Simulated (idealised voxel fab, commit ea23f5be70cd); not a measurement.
process module | voxel self aligned contacts
cross-section cut | 285 nm wide | cells 5 nm
A cross-section is a grid of square cells, given in bands from the top down. A band is one or more rows of cells.
Each band's line starts with the height of the band's top and of its bottom, in nm. Then come its materials from left to right, each with its width in nm. One material with "throughout" fills the band from edge to edge. "air" is empty space.
Height 0 is the level under which the wafer as received is all one material. The lowest band goes on downwards, as in "0 down".
A width such as "30 to 40" changes by the same amount from each row of cells to the next, from the band's top row to its bottom row.
"no change" after a step means that no cell of the cross-section changed.
closed voids: empty space of 8 cells or more with no open way to the top, each as width x height at its distance from the left edge, in nm
after a step's settings: what the simulator itself notes on the step
overlay nm, on a step with a mask: how far to the right of its planned place the mask lay; to the left if negative
plan
1 op RECEIVE | material Si
2 op OXIDIZE | depth nm 5
3 op DIRECTIONAL_DEP | material polySi | thk nm 25
4 op DIRECTIONAL_DEP | material SiN | thk nm 15
5 op DIRECTIONAL_DEP | material aC | thk nm 15
6 op PATTERN | tone cover | mask id GATE | material resist | width nm 25 | pitch nm 55 | thk nm 30 | overlay nm 0
7 op DIRECTIONAL_ETCH | etch materials aC | depth nm 15
8 op STRIP | etch materials resist
9 op DIRECTIONAL_ETCH | etch materials SiN | depth nm 15
10 op DIRECTIONAL_ETCH | etch materials polySi | depth nm 25
11 op STRIP | etch materials aC
12 op CONFORMAL_DEP | material SiN | thk nm 5
13 op DIRECTIONAL_ETCH | etch materials SiN | depth nm 5
14 op FILL_DEP | material SiO2 | thk nm 10
15 op CMP | height nm 45
16 op MASKED_ETCH | tone open | mask id CONTACT | width nm 40 | pitch nm 55 | etch materials SiO2 | depth nm 50 | overlay nm 0
17 op CONFORMAL_DEP | material TiN | thk nm 5
18 op FILL_DEP | material W | thk nm 5
19 op CMP | height nm 45
20 op CONFORMAL_DEP | material SiN | thk nm 5
as received, after step 1
  0 down: Si throughout
  closed voids: none
a wafer at the end: this start, this plan, one mistake
  50 to 45: SiN throughout
  45 to 30: SiO2 70 | SiN 5 | polySi 25 | SiN 5 | TiN 5 | W 10 | TiN 5 | SiN 5 | polySi 25 | SiN 5 | TiN 5 | W 10 | TiN 5 | SiN 5 | polySi 25 | SiN 5 | SiO2 70
  30 to 25: SiO2 70 | SiN 5 | polySi 25 | SiN 5 | TiN 20 | SiN 5 | polySi 25 | SiN 5 | TiN 20 | SiN 5 | polySi 25 | SiN 5 | SiO2 70
  25 to 0: polySi throughout
  0 to -5: SiO2 throughout
  -5 down: Si throughout
  closed voids: none
what went wrong: step 3 was run twice
